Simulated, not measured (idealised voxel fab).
Documented hereafter: the process module known as voxel released beams.
In the cross-section labelled cut, the width is 195 nm and each square cell is 5 nm.
Think of the cross-section as a grid of square cells. We describe it in bands, top to bottom, and each band covers one or more rows of those cells.
This entry defines a band. It first specifies the height of the band's top and the height of its bottom in nm, and then specifies the band's materials from left to right, stating each material with its width in nm. The word "edge to edge" identifies a single material that fills the band from edge to edge, while the word "empty" identifies empty space.
For the purposes of this specification, 0 denotes the height below which the wafer in its as-received condition is composed wholly of one material, and the lowermost band, lacking a lower limit, extends downward without end, as expressed in "z 0 and below".
A width given as "30 to 40" starts at the first number in the band's top row and ends at the second number in its bottom row, shifting by an equal amount at every step from row to row.
"same as before" (step): cross-section cells unchanged, all of them.
"Voids, fully enclosed" specifies each empty space that is not open to the top and that occupies no fewer than 8 cells, using the form width x height at distance, the distance measured from the left edge and all three quantities in nm.
That trailing text on a step's line, after the settings, is the simulator's own remark on the step.
You can add "overlay nm" to a step's line. For a step with a mask, it describes how far the mask lay to the right of its planned position, and a negative number describes a lay to the left.
**Process steps - plan**
| 1 | RECEIVE,material Si |
| 2 | CONFORMAL_DEP,material SiN,thk nm 10 |
| 3 | DIRECTIONAL_DEP,material SiO2,thk nm 20 |
| 4 | MASKED_ETCH,tone open,mask id ANCHOR,width nm 45,etch materials SiO2,depth nm 20,overlay nm 0 |
| 5 | CONFORMAL_DEP,material TiN,thk nm 15 |
| 6 | PATTERN,tone cover,mask id BEAM,material resist,width nm 125,thk nm 15,overlay nm -15 |
| 7 | DIRECTIONAL_ETCH,etch materials TiN,depth nm 15 |
| 8 | STRIP,etch materials resist |
| 9 | STRIP,etch materials SiO2 |
Keep in mind the plan's value for the overlay nm of step 6 comes from the first wafer; the wafers don't share that setting, but they do share the same starting point.
**Cut through the first of several wafers as received, post step 1**
- z 0 and below | Si edge to edge
- Voids, fully enclosed: none
**The rows of the table below are wafers. Looking at the end of the module, a row counts, for every material, the cells the wafer has gained, shown as (+), or lost, shown as (-), since it was received; its closed voids come next**
overlay nm -15, +78 SiN, +99 TiN, Voids, fully enclosed: none
overlay nm -10, +78 SiN, +99 TiN, Voids, fully enclosed: none
overlay nm -5, +78 SiN, +99 TiN, Voids, fully enclosed: none
overlay nm 0, +78 SiN, +99 TiN, Voids, fully enclosed: none
overlay nm 5, +78 SiN, +99 TiN, Voids, fully enclosed: none
overlay nm 10, +78 SiN, +99 TiN, Voids, fully enclosed: none
overlay nm 15, +78 SiN, +99 TiN, Voids, fully enclosed: none
